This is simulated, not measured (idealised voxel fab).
process module | voxel ribs on slabs
cross-section cut | 270 nm wide | cells 5 nm
A cross-section is a grid of square cells, given in bands from the top down. A band is one or more rows of cells.
Each band's line starts with the height of the band's top and of its bottom, in nm. Then come its materials from left to right, each with its width in nm. One material with "throughout" fills the band from edge to edge. "air" is empty space.
Height 0 is the level under which the wafer as received is all one material. The lowest band goes on downwards, as in "0 down".
A width such as "30 to 40" changes by the same amount from each row of cells to the next, from the band's top row to its bottom row.
"no change" after a step means that no cell of the cross-section changed.
closed voids: empty space of 8 cells or more with no open way to the top, each as width x height at its distance from the left edge, in nm
after a step's settings: what the simulator itself notes on the step
overlay nm, on a step with a mask: how far to the right of its planned place the mask lay; to the left if negative
plan
1 op RECEIVE | material Si
2 op DIRECTIONAL_DEP | material SiO2 | thk nm 30
3 op DIRECTIONAL_DEP | material SiN | thk nm 20
4 op MASKED_ETCH | tone cover | mask id RIB | width nm 20 | etch materials SiN | depth nm 15 | overlay nm 0
5 op MASKED_ETCH | tone cover | mask id SLAB | width nm 50 | etch materials SiN | depth nm 5 | overlay nm 0
6 op FILL_DEP | material SiO2 | thk nm 20
7 op CMP | height nm 65
8 op DIRECTIONAL_DEP | material TiN | thk nm 5
9 op DIRECTIONAL_DEP | material aC | thk nm 15
10 op PATTERN | tone cover | mask id HEATER | material resist | width nm 30 | thk nm 35 | overlay nm 0
11 op DIRECTIONAL_ETCH | etch materials aC | depth nm 15
12 op STRIP | etch materials resist
13 op DIRECTIONAL_ETCH | etch materials TiN | depth nm 5
14 op STRIP | etch materials aC
15 op CONFORMAL_DEP | material SiO2 | thk nm 5
as received, after step 1
  0 down: Si throughout
  closed voids: none
first wafer at the end, as planned
  75 to 70: air 115 | SiO2 40 | air 115
  70 to 65: SiO2 120 | TiN 30 | SiO2 120
  65 to 50: SiO2 throughout
  50 to 35: SiO2 125 | SiN 20 | SiO2 125
  35 to 30: SiO2 110 | SiN 50 | SiO2 110
  30 to 0: SiO2 throughout
  0 down: Si throughout
  closed voids: none
second wafer at the end: like start, like plan, one mistake
  70 to 65: air 120 | TiN 30 | air 120
  65 to 50: SiO2 throughout
  50 to 35: SiO2 125 | SiN 20 | SiO2 125
  35 to 30: SiO2 110 | SiN 50 | SiO2 110
  30 to 0: SiO2 throughout
  0 down: Si throughout
  closed voids: none
what went wrong: step 15 was left out
at the end the second wafer has, in cells: 56 fewer of SiO2
